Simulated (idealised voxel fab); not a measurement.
The document below concerns the process module designated voxel fin reveal.
cross-section cut | 270 nm wide | cells 5 nm
Cross-sections here: square-cell grids, written as top-down lists of bands, a band being one or more rows of cells.
Quick guide to a band line: top height, bottom height (nm) up front; then every material left to right with its width in nm. Only one material and it's marked "edge to edge"? Then it fills the band edge to edge. And "blank" just means empty space.
Heights are expressed relative to 0, this being the level below which the as-received wafer comprises one material exclusively. The lowest band is unbounded in the downward direction and is denoted as in "0 down".
A two-number width, for instance "30..40", indicates that the width is equal to the first number in the top row of the band and to the second number in the bottom row, and that it changes by a constant amount per row of cells.
You'll sometimes find "remains unaltered" written for a step, and that's the way of saying that nowhere in the cross-section did a cell change during that step.
Any empty space of 8 cells or more lacking an open way to the top shows up in "Closed cavity list" as width x height at distance, distance from the left edge, in nm.
On a step's line, text after the settings is the simulator commenting on that step.
overlay nm: how far to the right of its planned place the mask lay on this masked step (negative: to the left).

[These are the steps we planned for the process]
1,RECEIVE with material Si
2,CONFORMAL_DEP with material SiN, thk nm 5
3,PATTERN with tone cover, mask id FINS, material resist, width nm 15, pitch nm 35, thk nm 20, overlay nm 0
4,DIRECTIONAL_ETCH with etch materials SiN, depth nm 5
5,DIRECTIONAL_ETCH with etch materials Si, depth nm 35
6,STRIP with etch materials resist
7,OXIDIZE with depth nm 5
8,FILL_DEP with material SiO2, thk nm 15
9,CMP with height nm 5
10,SELECTIVE_ETCH with etch materials SiO2, depth nm 20
11,STRIP with etch materials SiN
12,CONFORMAL_DEP with material SiO2, thk nm 5

[First wafer of two (run as planned)]

[Wafer as received: cross-section following step 1]
- 0 down = Si edge to edge
- Closed cavity list: none

[Cross-section through the wafer, step 2 finished]
- 5 to 0 = SiN edge to edge
- Everything below 0 is unchanged.

[Cross-section through the wafer, step 3 finished]
- 25 to 5 = blank 75 nm | resist 15 nm | blank 20 nm | resist 15 nm | blank 20 nm | resist 15 nm | blank 20 nm | resist 15 nm | blank 75 nm
- Everything below 5 is unchanged.

[Cross-section through the wafer, step 4 finished]
- 25 to 5 = blank 75 nm | resist 15 nm | blank 20 nm | resist 15 nm | blank 20 nm | resist 15 nm | blank 20 nm | resist 15 nm | blank 75 nm
- 5 to 0 = blank 75 nm | SiN 15 nm | blank 20 nm | SiN 15 nm | blank 20 nm | SiN 15 nm | blank 20 nm | SiN 15 nm | blank 75 nm
- Everything below 0 is unchanged.

[Cross-section through the wafer, step 5 finished]
- 25 to 5 = blank 75 nm | resist 15 nm | blank 20 nm | resist 15 nm | blank 20 nm | resist 15 nm | blank 20 nm | resist 15 nm | blank 75 nm
- 5 to 0 = blank 75 nm | SiN 15 nm | blank 20 nm | SiN 15 nm | blank 20 nm | SiN 15 nm | blank 20 nm | SiN 15 nm | blank 75 nm
- 0 to -35 = blank 75 nm | Si 15 nm | blank 20 nm | Si 15 nm | blank 20 nm | Si 15 nm | blank 20 nm | Si 15 nm | blank 75 nm
- Everything below -35 is unchanged.

[Cross-section through the wafer, step 6 finished]
- 5 to 0 = blank 75 nm | SiN 15 nm | blank 20 nm | SiN 15 nm | blank 20 nm | SiN 15 nm | blank 20 nm | SiN 15 nm | blank 75 nm
- Everything below 0 is unchanged.

[Cross-section through the wafer, step 7 finished]
- 5 to 0 = blank 75 nm | SiN 15 nm | blank 20 nm | SiN 15 nm | blank 20 nm | SiN 15 nm | blank 20 nm | SiN 15 nm | blank 75 nm
- 0 to -35 = blank 75 nm | SiO2 5 nm | Si 5 nm | SiO2 5 nm | blank 20 nm | SiO2 5 nm | Si 5 nm | SiO2 5 nm | blank 20 nm | SiO2 5 nm | Si 5 nm | SiO2 5 nm | blank 20 nm | SiO2 5 nm | Si 5 nm | SiO2 5 nm | blank 75 nm
- -35 to -40 = SiO2 80 nm | Si 5 nm | SiO2 30 nm | Si 5 nm | SiO2 30 nm | Si 5 nm | SiO2 30 nm | Si 5 nm | SiO2 80 nm
- Everything below -40 is unchanged.

[Cross-section through the wafer, step 8 finished]
- 20 to 5 = SiO2 edge to edge
- 5 to 0 = SiO2 75 nm | SiN 15 nm | SiO2 20 nm | SiN 15 nm | SiO2 20 nm | SiN 15 nm | SiO2 20 nm | SiN 15 nm | SiO2 75 nm
- 0 to -40 = SiO2 80 nm | Si 5 nm | SiO2 30 nm | Si 5 nm | SiO2 30 nm | Si 5 nm | SiO2 30 nm | Si 5 nm | SiO2 80 nm
- Everything below -40 is unchanged.

[Cross-section through the wafer, step 9 finished]
- 5 to 0 = SiO2 75 nm | SiN 15 nm | SiO2 20 nm | SiN 15 nm | SiO2 20 nm | SiN 15 nm | SiO2 20 nm | SiN 15 nm | SiO2 75 nm
- Everything below 0 is unchanged.

[Cross-section through the wafer, step 10 finished]
- 5 to 0 = blank 75 nm | SiN 15 nm | blank 20 nm | SiN 15 nm | blank 20 nm | SiN 15 nm | blank 20 nm | SiN 15 nm | blank 75 nm
- 0 to -15 = blank 80 nm | Si 5 nm | blank 30 nm | Si 5 nm | blank 30 nm | Si 5 nm | blank 30 nm | Si 5 nm | blank 80 nm
- Everything below -15 is unchanged.

[Cross-section through the wafer, step 11 finished]
- 0 to -15 = blank 80 nm | Si 5 nm | blank 30 nm | Si 5 nm | blank 30 nm | Si 5 nm | blank 30 nm | Si 5 nm | blank 80 nm
- Everything below -15 is unchanged.

[Cross-section through the wafer, step 12 finished]
- 5 to 0 = blank 75 nm | SiO2 15 nm | blank 20 nm | SiO2 15 nm | blank 20 nm | SiO2 15 nm | blank 20 nm | SiO2 15 nm | blank 75 nm
- 0 to -10 = blank 75 nm | SiO2 5 nm | Si 5 nm | SiO2 5 nm | blank 20 nm | SiO2 5 nm | Si 5 nm | SiO2 5 nm | blank 20 nm | SiO2 5 nm | Si 5 nm | SiO2 5 nm | blank 20 nm | SiO2 5 nm | Si 5 nm | SiO2 5 nm | blank 75 nm
- -10 to -40 = SiO2 80 nm | Si 5 nm | SiO2 30 nm | Si 5 nm | SiO2 30 nm | Si 5 nm | SiO2 30 nm | Si 5 nm | SiO2 80 nm
- Everything below -40 is unchanged.

[The second wafer: identical to the first at the outset and in its planned sequence, differing only in that one mistake was made during processing; up to and including step 2, its path is the first wafer's path]

[Second wafer at the planned finish of step 3, seen in cross-section]
- 25 to 5 = blank 85 nm | resist 15 nm | blank 20 nm | resist 15 nm | blank 20 nm | resist 15 nm | blank 20 nm | resist 15 nm | blank 65 nm
- Everything below 5 is unchanged.

[Second wafer at the planned finish of step 4, seen in cross-section]
- 25 to 5 = blank 85 nm | resist 15 nm | blank 20 nm | resist 15 nm | blank 20 nm | resist 15 nm | blank 20 nm | resist 15 nm | blank 65 nm
- 5 to 0 = blank 85 nm | SiN 15 nm | blank 20 nm | SiN 15 nm | blank 20 nm | SiN 15 nm | blank 20 nm | SiN 15 nm | blank 65 nm
- Everything below 0 is unchanged.

[Second wafer at the planned finish of step 5, seen in cross-section]
- 25 to 5 = blank 85 nm | resist 15 nm | blank 20 nm | resist 15 nm | blank 20 nm | resist 15 nm | blank 20 nm | resist 15 nm | blank 65 nm
- 5 to 0 = blank 85 nm | SiN 15 nm | blank 20 nm | SiN 15 nm | blank 20 nm | SiN 15 nm | blank 20 nm | SiN 15 nm | blank 65 nm
- 0 to -35 = blank 85 nm | Si 15 nm | blank 20 nm | Si 15 nm | blank 20 nm | Si 15 nm | blank 20 nm | Si 15 nm | blank 65 nm
- Everything below -35 is unchanged.

[Second wafer at the planned finish of step 6, seen in cross-section]
- 5 to 0 = blank 85 nm | SiN 15 nm | blank 20 nm | SiN 15 nm | blank 20 nm | SiN 15 nm | blank 20 nm | SiN 15 nm | blank 65 nm
- Everything below 0 is unchanged.

[Second wafer at the planned finish of step 7, seen in cross-section]
- 5 to 0 = blank 85 nm | SiN 15 nm | blank 20 nm | SiN 15 nm | blank 20 nm | SiN 15 nm | blank 20 nm | SiN 15 nm | blank 65 nm
- 0 to -35 = blank 85 nm | SiO2 5 nm | Si 5 nm | SiO2 5 nm | blank 20 nm | SiO2 5 nm | Si 5 nm | SiO2 5 nm | blank 20 nm | SiO2 5 nm | Si 5 nm | SiO2 5 nm | blank 20 nm | SiO2 5 nm | Si 5 nm | SiO2 5 nm | blank 65 nm
- -35 to -40 = SiO2 90 nm | Si 5 nm | SiO2 30 nm | Si 5 nm | SiO2 30 nm | Si 5 nm | SiO2 30 nm | Si 5 nm | SiO2 70 nm
- Everything below -40 is unchanged.

[Second wafer at the planned finish of step 8, seen in cross-section]
- 20 to 5 = SiO2 edge to edge
- 5 to 0 = SiO2 85 nm | SiN 15 nm | SiO2 20 nm | SiN 15 nm | SiO2 20 nm | SiN 15 nm | SiO2 20 nm | SiN 15 nm | SiO2 65 nm
- 0 to -40 = SiO2 90 nm | Si 5 nm | SiO2 30 nm | Si 5 nm | SiO2 30 nm | Si 5 nm | SiO2 30 nm | Si 5 nm | SiO2 70 nm
- Everything below -40 is unchanged.

[Second wafer at the planned finish of step 9, seen in cross-section]
- 5 to 0 = SiO2 85 nm | SiN 15 nm | SiO2 20 nm | SiN 15 nm | SiO2 20 nm | SiN 15 nm | SiO2 20 nm | SiN 15 nm | SiO2 65 nm
- Everything below 0 is unchanged.

[Second wafer at the planned finish of step 10, seen in cross-section]
- 5 to 0 = blank 85 nm | SiN 15 nm | blank 20 nm | SiN 15 nm | blank 20 nm | SiN 15 nm | blank 20 nm | SiN 15 nm | blank 65 nm
- 0 to -15 = blank 90 nm | Si 5 nm | blank 30 nm | Si 5 nm | blank 30 nm | Si 5 nm | blank 30 nm | Si 5 nm | blank 70 nm
- Everything below -15 is unchanged.

[Second wafer at the planned finish of step 11, seen in cross-section]
- 0 to -15 = blank 90 nm | Si 5 nm | blank 30 nm | Si 5 nm | blank 30 nm | Si 5 nm | blank 30 nm | Si 5 nm | blank 70 nm
- Everything below -15 is unchanged.

[Second wafer at the planned finish of step 12, seen in cross-section]
- 5 to 0 = blank 85 nm | SiO2 15 nm | blank 20 nm | SiO2 15 nm | blank 20 nm | SiO2 15 nm | blank 20 nm | SiO2 15 nm | blank 65 nm
- 0 to -10 = blank 85 nm | SiO2 5 nm | Si 5 nm | SiO2 5 nm | blank 20 nm | SiO2 5 nm | Si 5 nm | SiO2 5 nm | blank 20 nm | SiO2 5 nm | Si 5 nm | SiO2 5 nm | blank 20 nm | SiO2 5 nm | Si 5 nm | SiO2 5 nm | blank 65 nm
- -10 to -40 = SiO2 90 nm | Si 5 nm | SiO2 30 nm | Si 5 nm | SiO2 30 nm | Si 5 nm | SiO2 30 nm | Si 5 nm | SiO2 70 nm
- Everything below -40 is unchanged.
The plan and the run diverged here: contrary to plan, step 3 was performed as PATTERN with tone cover, mask id FINS, material resist, width nm 15, pitch nm 35, thk nm 20, overlay nm 10
Heads up: at the end the two wafers have identical cell counts per material, they're just laid out differently.
